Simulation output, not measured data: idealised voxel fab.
The document below concerns the process module designated voxel wiring stack.
Cross-sectional view cut (width: 240 nm; square cell size: 5 nm).
We lay out every cross-section as a grid of square cells and spell it out in bands from the top down, where one band means one or more rows of cells.
Basically the band line says how high the top is and how high the bottom is, in nm, and then what's in it from left to right, every material with its width in nm. Empty space shows up as "empty", and if a single material carries "edge to edge" it runs the full band edge to edge.
A quick word on heights: they are counted from 0, and under that level the wafer as it came to us is one material throughout. The lowest band is different from the rest in having no bottom; it simply continues downward, written as in "0 down".
You'd read "30->40" like this: the band's top row of cells is as wide as the first number, its bottom row is as wide as the second, and going down, every row changes width by the same amount as the row before did.
For the purposes of this document, the phrase "changes: none" attached to a step denotes that no cell within the cross-section was modified by that step.
"Entrapped void list" - sealed voids, min. 8 cells, no opening to top; format: width x height at distance (distance from left edge; nm throughout).
Post-settings text on a step line: simulator's own remark regarding the step.
The "overlay nm" setting may appear on a step's line; for a step that uses a mask, it gives how far to the right of its planned position the mask lay, and a negative value indicates the left.
# Steps planned for the process
- 1: op RECEIVE | material Si
- 2: op CONFORMAL_DEP | material SiO2 | thk nm 10
- 3: op DIRECTIONAL_DEP | material TiN | thk nm 5
- 4: op DIRECTIONAL_DEP | material Ru | thk nm 20
- 5: op MASKED_ETCH | tone cover | mask id METAL_1 | width nm 20 | pitch nm 40 | etch materials Ru | depth nm 20 | overlay nm 0
- 6: op MASKED_ETCH | tone cover | mask id METAL_1 | width nm 20 | pitch nm 40 | etch materials TiN | depth nm 5 | overlay nm 0
- 7: op FILL_DEP | material SiO2 | thk nm 5
- 8: op CMP | height nm 35
- 9: op CONFORMAL_DEP | material SiCN | thk nm 5
- 10: op DIRECTIONAL_DEP | material lowk | thk nm 10
- 11: op MASKED_ETCH | tone open | mask id PLUG_1 | width nm 15 | pitch nm 80 | etch materials lowk | depth nm 10 | overlay nm 0
- 12: op MASKED_ETCH | tone open | mask id PLUG_1 | width nm 15 | pitch nm 80 | etch materials SiCN | depth nm 5 | overlay nm 0
- 13: op CONFORMAL_DEP | material TiN | thk nm 5
- 14: op FILL_DEP | material Ru | thk nm 10
- 15: op CMP | height nm 50
- 16: op DIRECTIONAL_DEP | material TiN | thk nm 5
- 17: op DIRECTIONAL_DEP | material Ru | thk nm 20
- 18: op PATTERN | tone cover | mask id METAL_2 | material resist | width nm 20 | pitch nm 40 | thk nm 20 | overlay nm 0
- 19: op DIRECTIONAL_ETCH | etch materials Ru | depth nm 20
- 20: op DIRECTIONAL_ETCH | etch materials TiN | depth nm 5
- 21: op STRIP | etch materials resist
- 22: op CONFORMAL_DEP | material SiCN | thk nm 5
- 23: op FILL_DEP | material lowk | thk nm 5
- 24: op CMP | height nm 75
- 25: op CONFORMAL_DEP | material SiCN | thk nm 5
# Wafer at receipt (post step 1), cross-section
- 0 down  Si edge to edge
- Entrapped void list: none
# Sectioned view, first of two wafers, at the close of the module, processed as intended in the plan
- 80 to 75  SiCN edge to edge
- 75 to 55  65 nm lowk  5 nm SiCN  20 nm Ru  5 nm SiCN  10 nm lowk  5 nm SiCN  20 nm Ru  5 nm SiCN  10 nm lowk  5 nm SiCN  20 nm Ru  5 nm SiCN  65 nm lowk
- 55 to 50  70 nm SiCN  20 nm TiN  20 nm SiCN  20 nm TiN  20 nm SiCN  20 nm TiN  70 nm SiCN
- 50 to 40  70 nm lowk  5 nm TiN  5 nm Ru  5 nm TiN  65 nm lowk  5 nm TiN  5 nm Ru  5 nm TiN  75 nm lowk
- 40 to 35  70 nm SiCN  15 nm TiN  65 nm SiCN  15 nm TiN  75 nm SiCN
- 35 to 15  70 nm SiO2  20 nm Ru  20 nm SiO2  20 nm Ru  20 nm SiO2  20 nm Ru  70 nm SiO2
- 15 to 10  70 nm SiO2  20 nm TiN  20 nm SiO2  20 nm TiN  20 nm SiO2  20 nm TiN  70 nm SiO2
- 10 to 0  SiO2 edge to edge
- 0 down  Si edge to edge
- Entrapped void list: none
# Wafer two (of two), end-of-module cross-section: start = wafer one, plan = wafer one, one run mistake
- 80 to 75  SiCN edge to edge
- 75 to 55  65 nm lowk  5 nm SiCN  20 nm Ru  5 nm SiCN  10 nm lowk  5 nm SiCN  20 nm Ru  5 nm SiCN  10 nm lowk  5 nm SiCN  20 nm Ru  5 nm SiCN  65 nm lowk
- 55 to 50  70 nm SiCN  20 nm TiN  20 nm SiCN  20 nm TiN  20 nm SiCN  20 nm TiN  70 nm SiCN
- 50 to 45  Ru edge to edge
- 45 to 40  75 nm TiN  5 nm Ru  75 nm TiN  5 nm Ru  80 nm TiN
- 40 to 35  70 nm SiCN  15 nm TiN  65 nm SiCN  15 nm TiN  75 nm SiCN
- 35 to 15  70 nm SiO2  20 nm Ru  20 nm SiO2  20 nm Ru  20 nm SiO2  20 nm Ru  70 nm SiO2
- 15 to 10  70 nm SiO2  20 nm TiN  20 nm SiO2  20 nm TiN  20 nm SiO2  20 nm TiN  70 nm SiO2
- 10 to 0  SiO2 edge to edge
- 0 down  Si edge to edge
- Entrapped void list: none
What was the processing mistake? step 10 in the plan did not get run; it was skipped
Wrapping up, a cell-based count of both wafers puts the second over or under the first for these materials: Ru: 46 more | TiN: 38 more | lowk: 84 fewer
